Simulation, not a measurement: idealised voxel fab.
Process module heading - voxel self aligned vias
Cross-section cut spans 255 nm and uses square cells 5 nm in size.
If you're reading a cross-section in this doc, picture square cells in a grid; it comes to you as bands, top ones listed first down to the bottom, and a band can be one or more rows of cells. Heights first: top, then bottom, in nm. Then materials, left to right, each with a width in nm. "all across" on a single material: fills the band edge to edge. "blank": empty space. Beneath 0, the wafer as received is one material, and that level is where height counting begins. The lowest band goes on downward without a bottom; it is written like "from 0 down". Top row gets the first number, bottom row gets the second, and each row in between changes by the same step: that is how a band width like "30->40" works. Where a step carries "remains unaltered", the cross-section came out of it unchanged, cell for cell. "closed voids" lists enclosed empty spaces (at least 8 cells, no open path upward to the top), each as width x height at distance from the left edge, in nm. That trailing text on a step's line, after the settings, is the simulator's own remark on the step. "overlay nm", when on a step's line for a step with a mask, measures how far to the right of its planned place the mask lay; a negative measure means to the left.

This section lists the process steps that were planned:
1,op RECEIVE | material Si
2,op CONFORMAL_DEP | material SiO2 | thk nm 15
3,op CONFORMAL_DEP | material SiCN | thk nm 5
4,op DIRECTIONAL_DEP | material SiO2 | thk nm 25
5,op PATTERN | tone open | mask id LINES | material resist | width nm 25 | pitch nm 65 | thk nm 20 | overlay nm -15
6,op DIRECTIONAL_ETCH | etch materials SiO2 | depth nm 25
7,op STRIP | etch materials resist
8,op CONFORMAL_DEP | material TiN | thk nm 5
9,op FILL_DEP | material W | thk nm 10
10,op CMP | height nm 45
11,op SELECTIVE_ETCH | etch materials W Ru TiN | depth nm 5
12,op FILL_DEP | material SiN | thk nm 10
13,op CMP | height nm 45
14,op DIRECTIONAL_DEP | material SiO2 | thk nm 20
15,op DIRECTIONAL_DEP | material aC | thk nm 15
16,op PATTERN | tone open | mask id VIAS | material resist | width nm 45 | pitch nm 65 | thk nm 30 | overlay nm 0
17,op DIRECTIONAL_ETCH | etch materials aC | depth nm 15
18,op STRIP | etch materials resist
19,op DIRECTIONAL_ETCH | etch materials SiO2 | depth nm 20
20,op DIRECTIONAL_ETCH | etch materials SiN | depth nm 5
21,op STRIP | etch materials aC
22,op CONFORMAL_DEP | material TiN | thk nm 5
23,op FILL_DEP | material W | thk nm 5
24,op CMP | height nm 65
25,op CONFORMAL_DEP | material SiN | thk nm 5
For this document, wafers share an identical start and vary in the step 5 overlay nm; the plan quotes the first wafer's value.

The as-received cross-section of the first of several wafers corresponds to the state after step 1:
from 0 down = Si all across
closed voids: none

Gained (+) or lost (-) cells of each material since receipt, then closed voids: one row per wafer, at the end of the module:
overlay nm -15; +51 SiCN; +54 SiN; +429 SiO2; +84 TiN; +96 W; closed voids: none
overlay nm -10; +51 SiCN; +51 SiN; +429 SiO2; +84 TiN; +99 W; closed voids: none
overlay nm -5; +51 SiCN; +51 SiN; +429 SiO2; +84 TiN; +99 W; closed voids: none
overlay nm 0; +51 SiCN; +51 SiN; +429 SiO2; +84 TiN; +99 W; closed voids: none
overlay nm 5; +51 SiCN; +51 SiN; +429 SiO2; +84 TiN; +99 W; closed voids: none
overlay nm 10; +51 SiCN; +51 SiN; +429 SiO2; +84 TiN; +99 W; closed voids: none
overlay nm 15; +51 SiCN; +54 SiN; +429 SiO2; +84 TiN; +96 W; closed voids: none
